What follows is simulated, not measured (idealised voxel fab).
You're looking at the process module voxel double patterning.
Cross-sectional view cut (width: 230 nm; square cell size: 5 nm).
Cross-sections here: square-cell grids, written as top-down lists of bands, a band being one or more rows of cells.
Look at the band entry: it leads with the top's height and the bottom's height in nm. Then it lists the materials left to right, with a width in nm for each. The word "throughout" on a single material says that material fills the band edge to edge. The word "air" is empty space.
Measure heights from 0. That's the level where, below it, the as-received wafer is all one material. The lowest band is bottomless and extends downward; write it as in "top 0, no bottom".
You'd read "30->40" like this: the band's top row of cells is as wide as the first number, its bottom row is as wide as the second, and going down, every row changes width by the same amount as the row before did.
"no alterations made" after a step means that no cell of the cross-section changed.
If an empty space has no open way to the top and is at least 8 cells in size, "Closed internal voids" lists it, written width x height at distance, where distance is measured from the left edge and every value is in nm.
Read whatever lies past the settings on a step's line as the simulator's own remark about the step.
"overlay nm" denotes, for a step that has a mask, the displacement of the mask to the right of its planned place, with negative values corresponding to the left.
### Set out below are the planned steps of the process
1) RECEIVE with material Si
2) CONFORMAL_DEP with material SiO2, thk nm 10
3) DIRECTIONAL_DEP with material W, thk nm 15
4) DIRECTIONAL_DEP with material SiCN, thk nm 5
5) MASKED_ETCH with tone open, mask id FIRST, width nm 15, pitch nm 50, etch materials SiCN, depth nm 5, overlay nm -15
6) DIRECTIONAL_DEP with material aC, thk nm 10
7) PATTERN with tone open, mask id SECOND, material resist, width nm 15, pitch nm 50, thk nm 30, overlay nm 0
8) DIRECTIONAL_ETCH with etch materials aC, depth nm 10
9) STRIP with etch materials resist
10) DIRECTIONAL_ETCH with etch materials SiCN, depth nm 5
11) STRIP with etch materials aC
12) DIRECTIONAL_ETCH with etch materials W, depth nm 15
13) STRIP with etch materials SiCN
What sets these wafers apart? The overlay nm at step 5. They all start alike, and the plan carries the first wafer's value.
### Cross-sectional view of the first of several wafers in the as-received condition, corresponding to the state following step 1
top 0, no bottom: Si throughout
Closed internal voids: none
### wafer rows; end of module; cells per material since receipt: (+) gained, (-) lost; then closed voids
overlay nm -15 | +92 SiO2 | +99 W | Closed internal voids: none
overlay nm -10 | +92 SiO2 | +93 W | Closed internal voids: none
overlay nm -5 | +92 SiO2 | +93 W | Closed internal voids: none
overlay nm 0 | +92 SiO2 | +93 W | Closed internal voids: none
overlay nm 5 | +92 SiO2 | +93 W | Closed internal voids: none
overlay nm 10 | +92 SiO2 | +93 W | Closed internal voids: none
overlay nm 15 | +92 SiO2 | +99 W | Closed internal voids: none
